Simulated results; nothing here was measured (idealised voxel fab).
This is a process module. Its name is voxel wiring stack.
This is section cut - it's 190 nm across, gridded in 5 nm square cells.
In this document a cross-section is written as a grid of square cells. It is given as a series of bands, listed from the top down, and a band is one or more rows of cells.
Heads up on the band format: heights come first, top then bottom, in nm. After that it's the materials left to right, each with its width in nm. A single material flagged "edge to edge" fills the whole band edge to edge, and "empty" means there's empty space there.
Zero point of the height axis is 0; under it, received wafer = one material. Lowest band: continues down indefinitely, "0..down".
You'd read "30->40" like this: the band's top row of cells is as wide as the first number, its bottom row is as wide as the second, and going down, every row changes width by the same amount as the row before did.
Given "changes: none" for a step, no cell of the cross-section differs between before and after that step.
"Completely sealed voids" lists enclosed empty spaces (at least 8 cells, no open path upward to the top), each as width x height at distance from the left edge, in nm.
Note: text after step settings on the step line = simulator remark on that step.
The line of a step may include "overlay nm". On a step with a mask, this value is how far to the right of its planned place the mask lay. A negative value means the mask lay to the left.

Planned process steps
1,RECEIVE [material Si]
2,CONFORMAL_DEP [material SiO2] [thk nm 10]
3,CONFORMAL_DEP [material SiCN] [thk nm 5]
4,DIRECTIONAL_DEP [material lowk] [thk nm 20]
5,MASKED_ETCH [tone open] [mask id METAL_1] [width nm 25] [pitch nm 40] [etch materials lowk] [depth nm 20] [overlay nm 0]
6,MASKED_ETCH [tone open] [mask id METAL_1] [width nm 25] [pitch nm 40] [etch materials SiCN] [depth nm 5] [overlay nm 0]
7,CONFORMAL_DEP [material TiN] [thk nm 5]
8,FILL_DEP [material W] [thk nm 10]
9,CMP [height nm 35]
10,CONFORMAL_DEP [material SiCN] [thk nm 5]
11,DIRECTIONAL_DEP [material lowk] [thk nm 10]
12,PATTERN [tone open] [mask id PLUG_1] [material resist] [width nm 15] [pitch nm 40] [thk nm 20] [overlay nm 0]
13,DIRECTIONAL_ETCH [etch materials lowk] [depth nm 10]
14,DIRECTIONAL_ETCH [etch materials SiCN] [depth nm 5]
15,STRIP [etch materials resist]
16,EPI [material Ru] [thk nm 10]
17,EPI [material Ru] [thk nm 5]
18,CONFORMAL_DEP [material SiCN] [thk nm 5]
19,DIRECTIONAL_DEP [material lowk] [thk nm 15]
20,DIRECTIONAL_DEP [material aC] [thk nm 10]
21,PATTERN [tone open] [mask id METAL_2] [material resist] [width nm 25] [pitch nm 40] [thk nm 25] [overlay nm 0]
22,DIRECTIONAL_ETCH [etch materials aC] [depth nm 10]
23,STRIP [etch materials resist]
24,DIRECTIONAL_ETCH [etch materials lowk] [depth nm 15]
25,DIRECTIONAL_ETCH [etch materials SiCN] [depth nm 5]
26,STRIP [etch materials aC]
27,CONFORMAL_DEP [material TiN] [thk nm 5]
28,FILL_DEP [material Ru] [thk nm 10]
29,CMP [height nm 70]
30,EPI [material Ru] [thk nm 5]
31,FILL_DEP [material SiCN] [thk nm 5]
32,DIRECTIONAL_DEP [material lowk] [thk nm 30]
33,MASKED_ETCH [tone open] [mask id METAL_3] [width nm 25] [pitch nm 40] [etch materials lowk] [depth nm 20] [overlay nm 0]
34,DIRECTIONAL_DEP [material aC] [thk nm 15]
35,PATTERN [tone open] [mask id METAL_3_HOLES] [material resist] [width nm 15] [thk nm 35] [overlay nm 0]
36,DIRECTIONAL_ETCH [etch materials aC] [depth nm 15]
37,STRIP [etch materials resist]
38,DIRECTIONAL_ETCH [etch materials lowk] [depth nm 10]
39,DIRECTIONAL_ETCH [etch materials SiCN] [depth nm 5]
40,STRIP [etch materials aC]
41,CONFORMAL_DEP [material TiN] [thk nm 5]
42,FILL_DEP [material Ru] [thk nm 5]
43,CMP [height nm 110]
44,CONFORMAL_DEP [material SiN] [thk nm 5]

Wafer as received: cross-section following step 1
	0..down = Si edge to edge
	Completely sealed voids: none

Wafer cross-section at end of module: start and plan as shown above, one execution error
	115..110 = SiN edge to edge
	110..105 = lowk 60 nm / TiN 5 nm / Ru 15 nm / TiN 5 nm / lowk 15 nm / TiN 5 nm / Ru 15 nm / TiN 5 nm / lowk 65 nm
	105..100 = lowk 60 nm / TiN 25 nm / lowk 15 nm / TiN 25 nm / lowk 65 nm
	100..90 = lowk 60 nm / SiCN 25 nm / lowk 15 nm / SiCN 25 nm / lowk 65 nm
	90..80 = lowk edge to edge
	80..75 = SiCN edge to edge
	75..70 = SiCN 55 nm / Ru 35 nm / SiCN 5 nm / Ru 35 nm / SiCN 60 nm
	70..55 = lowk 60 nm / TiN 5 nm / Ru 15 nm / TiN 5 nm / lowk 15 nm / TiN 5 nm / Ru 15 nm / TiN 5 nm / lowk 65 nm
	55..50 = SiCN 60 nm / TiN 25 nm / SiCN 15 nm / TiN 25 nm / SiCN 65 nm
	50..40 = lowk 60 nm / Ru 15 nm / lowk 25 nm / Ru 15 nm / lowk 75 nm
	40..35 = SiCN 60 nm / Ru 15 nm / SiCN 25 nm / Ru 15 nm / SiCN 75 nm
	35..15 = lowk 60 nm / TiN 5 nm / W 15 nm / TiN 5 nm / lowk 15 nm / TiN 5 nm / W 15 nm / TiN 5 nm / lowk 65 nm
	15..10 = SiCN 60 nm / TiN 25 nm / SiCN 15 nm / TiN 25 nm / SiCN 65 nm
	10..0 = SiO2 edge to edge
	0..down = Si edge to edge
	Completely sealed voids: none
The plan and the run diverged here: so step 34 ended up running with a different setting than we planned, it ran as DIRECTIONAL_DEP [material SiCN] [thk nm 15]
